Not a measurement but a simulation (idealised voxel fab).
Process module heading - voxel self aligned contacts
190 nm wide, 5 nm square cells: that's cross-section cut.
Cross-section format: a grid of square cells, given as bands from top to bottom; each band is one or more rows of cells. Read a band's entry like this: the first values are the height of its top and the height of its bottom in nm, and what follows is the sequence of materials from left to right, each with its width in nm. Note that "empty" is empty space, and that a single material marked "everywhere" reaches across the band from edge to edge. Heights are expressed relative to 0, this being the level below which the as-received wafer comprises one material exclusively. The lowest band is unbounded in the downward direction and is denoted as in "0 down". You'd read "30 to 40" like this: the band's top row of cells is as wide as the first number, its bottom row is as wide as the second, and going down, every row changes width by the same amount as the row before did. "nothing different" for a step: no cell of the cross-section changed in that step. Each empty space that has no open way to the top and spans at least 8 cells appears under "Closed void table" as width x height at distance, the distance counted from the left edge, all in nm. after a step's settings: what the simulator itself notes on the step. overlay nm: on a step with a mask, how far right of its planned place the mask lay; negative means left.

**Listed below are the process steps as planned**
1) RECEIVE [material Si]
2) OXIDIZE [depth nm 5]
3) DIRECTIONAL_DEP [material polySi] [thk nm 25]
4) DIRECTIONAL_DEP [material SiN] [thk nm 25]
5) PATTERN [tone cover] [mask id GATE] [material resist] [width nm 25] [pitch nm 60] [thk nm 20] [overlay nm 0]
6) DIRECTIONAL_ETCH [etch materials SiN] [depth nm 25]
7) DIRECTIONAL_ETCH [etch materials polySi] [depth nm 25]
8) STRIP [etch materials resist]
9) CONFORMAL_DEP [material SiN] [thk nm 10]
10) DIRECTIONAL_ETCH [etch materials SiN] [depth nm 10]
11) FILL_DEP [material SiO2] [thk nm 20]
12) CMP [height nm 60]
13) DIRECTIONAL_DEP [material aC] [thk nm 10]
14) PATTERN [tone open] [mask id CONTACT] [material resist] [width nm 45] [thk nm 25] [overlay nm 0]
15) DIRECTIONAL_ETCH [etch materials aC] [depth nm 10]
16) STRIP [etch materials resist]
17) DIRECTIONAL_ETCH [etch materials SiO2] [depth nm 65]
18) STRIP [etch materials aC]
19) CONFORMAL_DEP [material TiN] [thk nm 5]
20) FILL_DEP [material Ru] [thk nm 10]
21) CMP [height nm 60]
22) CONFORMAL_DEP [material SiCN] [thk nm 5]

**The cross-section here shows the wafer as received, i.e. in its state after step 1**
  0 down  Si everywhere
  Closed void table: none

**Final cross-section, module run with one mistake (start and plan as above)**
  65 to 60  SiCN everywhere
  60 to 50  SiO2=70  TiN=5 to 15  Ru=35 to 15  TiN=5 to 15  SiO2=75
  50 to 25  SiO2=45  SiN=35  TiN=5  Ru=15  TiN=5  SiN=35  SiO2=50
  25 to 0  SiO2=45  SiN=10  polySi=15  SiN=10  TiN=5  Ru=15  TiN=5  SiN=10  polySi=15  SiN=10  SiO2=50
  0 to -5  SiO2=80  TiN=25  SiO2=85
  -5 down  Si everywhere
  Closed void table: none
Finding, execution versus plan: step 5 was processed under conditions differing from the plan, specifically as PATTERN [tone cover] [mask id GATE] [material resist] [width nm 15] [pitch nm 60] [thk nm 20] [overlay nm 0]
